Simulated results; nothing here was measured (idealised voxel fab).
process module | voxel ribs on slabs
Section shown: cut. Width: 265 nm. Cell size: 5 nm, square.
Throughout this document, each cross-section is represented as a grid of square cells and is presented as a sequence of bands enumerated from the top downward, where a band comprises one or more rows of cells.
Per band: top height and bottom height in nm, followed by the left-to-right materials and their widths in nm; "throughout" marks a single material spanning edge to edge, "air" marks empty space.
Measure heights from 0. That's the level where, below it, the as-received wafer is all one material. The lowest band is bottomless and extends downward; write it as in "z 0 and below".
You'd read "30->40" like this: the band's top row of cells is as wide as the first number, its bottom row is as wide as the second, and going down, every row changes width by the same amount as the row before did.
Take "remained unchanged" at face value: in the step it is given for, the cross-section changed in none of its cells.
Reported under the label "Sealed void list" are the empty spaces having no open way to the top and comprising 8 cells or more; the notation for each is width x height at distance, in which the distance is measured from the left edge and all three values are in nm.
On each step's line, the part that comes after the settings is the simulator's own comment on the step.
A step line may carry the setting "overlay nm", which, for steps involving a mask, states the distance by which the mask lay to the right of its intended position; negative values denote displacement to the left.

PROCESS STEPS - PLAN
1) RECEIVE with material Si
2) DIRECTIONAL_DEP with material SiO2, thk nm 25
3) DIRECTIONAL_DEP with material polySi, thk nm 15
4) PATTERN with tone cover, mask id RIB, material resist, width nm 30, thk nm 20, overlay nm 0
5) DIRECTIONAL_ETCH with etch materials polySi, depth nm 5
6) STRIP with etch materials resist
7) PATTERN with tone cover, mask id SLAB, material resist, width nm 70, thk nm 15, overlay nm 0
8) DIRECTIONAL_ETCH with etch materials polySi, depth nm 10
9) STRIP with etch materials resist
10) FILL_DEP with material SiO2, thk nm 15
11) CMP with height nm 50
12) DIRECTIONAL_DEP with material TiN, thk nm 5
13) DIRECTIONAL_DEP with material aC, thk nm 15
14) PATTERN with tone cover, mask id HEATER, material resist, width nm 30, thk nm 35, overlay nm 0
15) DIRECTIONAL_ETCH with etch materials aC, depth nm 15
16) STRIP with etch materials resist
17) DIRECTIONAL_ETCH with etch materials TiN, depth nm 5
18) STRIP with etch materials aC
19) CONFORMAL_DEP with material SiO2, thk nm 10
All wafers enter the flow in the same state. The width nm at step 14 differs from wafer to wafer, and the plan gives the value for the first wafer.

THE FIRST OF SEVERAL WAFERS AS RECEIVED, SHOWN IN CROSS-SECTION; THIS IS ITS STATE AFTER STEP 1
> z 0 and below | Si throughout
> Sealed void list: none

FIRST WAFER AT THE END, AFTER STEP 19
> z 65 to 60 | 105 of air; 50 of SiO2; 110 of air
> z 60 to 55 | SiO2 throughout
> z 55 to 50 | 115 of SiO2; 30 of TiN; 120 of SiO2
> z 50 to 40 | SiO2 throughout
> z 40 to 35 | 115 of SiO2; 30 of polySi; 120 of SiO2
> z 35 to 25 | 95 of SiO2; 70 of polySi; 100 of SiO2
> z 25 to 0 | SiO2 throughout
> z 0 and below | Si throughout
> Sealed void list: none

LAST-WAFER CROSS-SECTION AT THE END OF THE MODULE
> z 65 to 60 | 95 of air; 75 of SiO2; 95 of air
> z 60 to 55 | SiO2 throughout
> z 55 to 50 | 105 of SiO2; 55 of TiN; 105 of SiO2
> z 50 to 40 | SiO2 throughout
> z 40 to 35 | 115 of SiO2; 30 of polySi; 120 of SiO2
> z 35 to 25 | 95 of SiO2; 70 of polySi; 100 of SiO2
> z 25 to 0 | SiO2 throughout
> z 0 and below | Si throughout
> Sealed void list: none

WAFER ROWS; END OF MODULE; CELLS PER MATERIAL SINCE RECEIPT: (+) GAINED, (-) LOST; THEN CLOSED VOIDS
width nm 30; +606 SiO2; +6 TiN; +34 polySi; Sealed void list: none
width nm 35; +606 SiO2; +7 TiN; +34 polySi; Sealed void list: none
width nm 40; +606 SiO2; +8 TiN; +34 polySi; Sealed void list: none
width nm 45; +606 SiO2; +9 TiN; +34 polySi; Sealed void list: none
width nm 50; +606 SiO2; +10 TiN; +34 polySi; Sealed void list: none
width nm 55; +606 SiO2; +11 TiN; +34 polySi; Sealed void list: none
